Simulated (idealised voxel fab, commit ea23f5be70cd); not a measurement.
Herein follows the process module entitled voxel capacitor over wiring.
Shown is cross-section cut, with a width of 140 nm and square cells of size 5 nm.
In this document a cross-section is written as a grid of square cells. It is given as a series of bands, listed from the top down, and a band is one or more rows of cells.
The band entry comprises the height of the band's top followed by the height of its bottom, expressed in nm, and subsequently the band's materials from left to right, each stated together with its width in nm. Where a single material is marked with the word "full width", that material fills the band from edge to edge. The word "empty" represents empty space.
It should be noted that heights are counted from 0, beneath which the wafer as supplied is of one material throughout, and that the lowest band possesses no lower boundary but continues downward, as written in "0 nm and below".
A width such as "30..40" changes by the same amount from each row of cells to the next, from the band's top row to its bottom row.
The cross-section has no changed cell in any step marked "all unchanged".
Empty spaces counting at least 8 cells and having no open way to the top are listed in "Unvented internal voids". The notation width x height at distance is used for each, the distance being from the left edge and all three values in nm.
Where a step's line continues beyond its settings, the continuation is a remark by the simulator itself on that step.
overlay nm, on a step with a mask: how far to the right of its planned place the mask lay; to the left if negative
Here's what the planned process steps look like
step 1: RECEIVE,material Si
step 2: CONFORMAL_DEP,material SiO2,thk nm 10
step 3: DIRECTIONAL_DEP,material TiN,thk nm 5
step 4: DIRECTIONAL_DEP,material Ru,thk nm 25
step 5: MASKED_ETCH,tone cover,mask id METAL_1,width nm 25,pitch nm 80,etch materials Ru,depth nm 25,overlay nm 0
step 6: MASKED_ETCH,tone cover,mask id METAL_1,width nm 25,pitch nm 80,etch materials TiN,depth nm 5,overlay nm 0
step 7: CONFORMAL_DEP,material SiN,thk nm 5
step 8: FILL_DEP,material SiO2,thk nm 5
step 9: CMP,height nm 40
step 10: CONFORMAL_DEP,material SiCN,thk nm 5
step 11: DIRECTIONAL_DEP,material lowk,thk nm 15
step 12: DIRECTIONAL_DEP,material aC,thk nm 10
step 13: PATTERN,tone open,mask id PLUG_1,material resist,width nm 15,thk nm 25,overlay nm 0
step 14: DIRECTIONAL_ETCH,etch materials aC,depth nm 10
step 15: STRIP,etch materials resist
step 16: DIRECTIONAL_ETCH,etch materials lowk,depth nm 15
step 17: DIRECTIONAL_ETCH,etch materials SiCN,depth nm 5
step 18: STRIP,etch materials aC
step 19: CONFORMAL_DEP,material TiN,thk nm 5
step 20: FILL_DEP,material Ru,thk nm 5
step 21: CMP,height nm 60
step 22: DIRECTIONAL_DEP,material TiN,thk nm 5
step 23: DIRECTIONAL_DEP,material Al2O3,thk nm 5
step 24: DIRECTIONAL_DEP,material TiN,thk nm 10
step 25: MASKED_ETCH,tone cover,mask id UPPER_PLATE,width nm 60,etch materials TiN,depth nm 10,overlay nm 0
step 26: MASKED_ETCH,tone cover,mask id UPPER_PLATE,width nm 60,etch materials Al2O3,depth nm 5,overlay nm 0
step 27: DIRECTIONAL_DEP,material aC,thk nm 10
step 28: PATTERN,tone cover,mask id LOWER_PLATE,material resist,width nm 70,thk nm 30,overlay nm 0
step 29: DIRECTIONAL_ETCH,etch materials aC,depth nm 10
step 30: STRIP,etch materials resist
step 31: DIRECTIONAL_ETCH,etch materials TiN,depth nm 5
step 32: STRIP,etch materials aC
step 33: FILL_DEP,material SiO2,thk nm 20
step 34: CMP,height nm 95
step 35: PATTERN,tone open,mask id PLUG_2,material resist,width nm 15,thk nm 15,overlay nm 0
step 36: DIRECTIONAL_ETCH,etch materials SiO2,depth nm 15
step 37: STRIP,etch materials resist
step 38: CONFORMAL_DEP,material TiN,thk nm 5
step 39: FILL_DEP,material Ru,thk nm 5
step 40: CMP,height nm 95
step 41: CONFORMAL_DEP,material SiN,thk nm 5
As-received wafer cross-section (after step 1)
* 0 nm and below: Si full width
* Unvented internal voids: none
Cross-section, first of two wafers, end of module, run as planned
* 100 nm to 95 nm: SiN full width
* 95 nm to 85 nm: 35 of SiO2, 5 of TiN, 5 of Ru, 5 of TiN, 90 of SiO2
* 85 nm to 80 nm: 35 of SiO2, 15 of TiN, 90 of SiO2
* 80 nm to 70 nm: 25 of SiO2, 60 of TiN, 55 of SiO2
* 70 nm to 65 nm: 25 of SiO2, 60 of Al2O3, 55 of SiO2
* 65 nm to 60 nm: 20 of SiO2, 70 of TiN, 50 of SiO2
* 60 nm to 45 nm: 25 of lowk, 5 of TiN, 5 of Ru, 5 of TiN, 100 of lowk
* 45 nm to 40 nm: 25 of SiCN, 15 of TiN, 100 of SiCN
* 40 nm to 15 nm: 10 of SiO2, 5 of SiN, 25 of Ru, 5 of SiN, 45 of SiO2, 5 of SiN, 25 of Ru, 5 of SiN, 15 of SiO2
* 15 nm to 10 nm: 15 of SiN, 25 of TiN, 55 of SiN, 25 of TiN, 20 of SiN
* 10 nm to 0 nm: SiO2 full width
* 0 nm and below: Si full width
* Unvented internal voids: none
Wafer two, end of module, cross-section. Same start, same plan as wafer one. One mistake in the run
* 100 nm to 95 nm: SiN full width
* 95 nm to 85 nm: 35 of SiO2, 5 of TiN, 5 of Ru, 5 of TiN, 90 of SiO2
* 85 nm to 80 nm: 35 of SiO2, 15 of TiN, 90 of SiO2
* 80 nm to 70 nm: 25 of SiO2, 60 of TiN, 55 of SiO2
* 70 nm to 65 nm: 25 of SiO2, 60 of Al2O3, 55 of SiO2
* 65 nm to 60 nm: 20 of SiO2, 70 of TiN, 50 of SiO2
* 60 nm to 45 nm: 20 of Ru, 5 of TiN, 15 of lowk, 5 of TiN, 95 of Ru
* 45 nm to 40 nm: 25 of TiN, 15 of SiCN, 100 of TiN
* 40 nm to 15 nm: 10 of SiO2, 5 of SiN, 25 of Ru, 5 of SiN, 45 of SiO2, 5 of SiN, 25 of Ru, 5 of SiN, 15 of SiO2
* 15 nm to 10 nm: 15 of SiN, 25 of TiN, 55 of SiN, 25 of TiN, 20 of SiN
* 10 nm to 0 nm: SiO2 full width
* 0 nm and below: Si full width
* Unvented internal voids: none
What was done differently from what was planned? step 13 went in with a setting other than planned; the actual run was PATTERN,tone cover,mask id PLUG_1,material resist,width nm 15,thk nm 25,overlay nm 0
Final tally in cells, some materials are higher or lower on the second wafer than on the first: 66 more of Ru, 22 fewer of SiCN, 22 more of TiN, 66 fewer of lowk
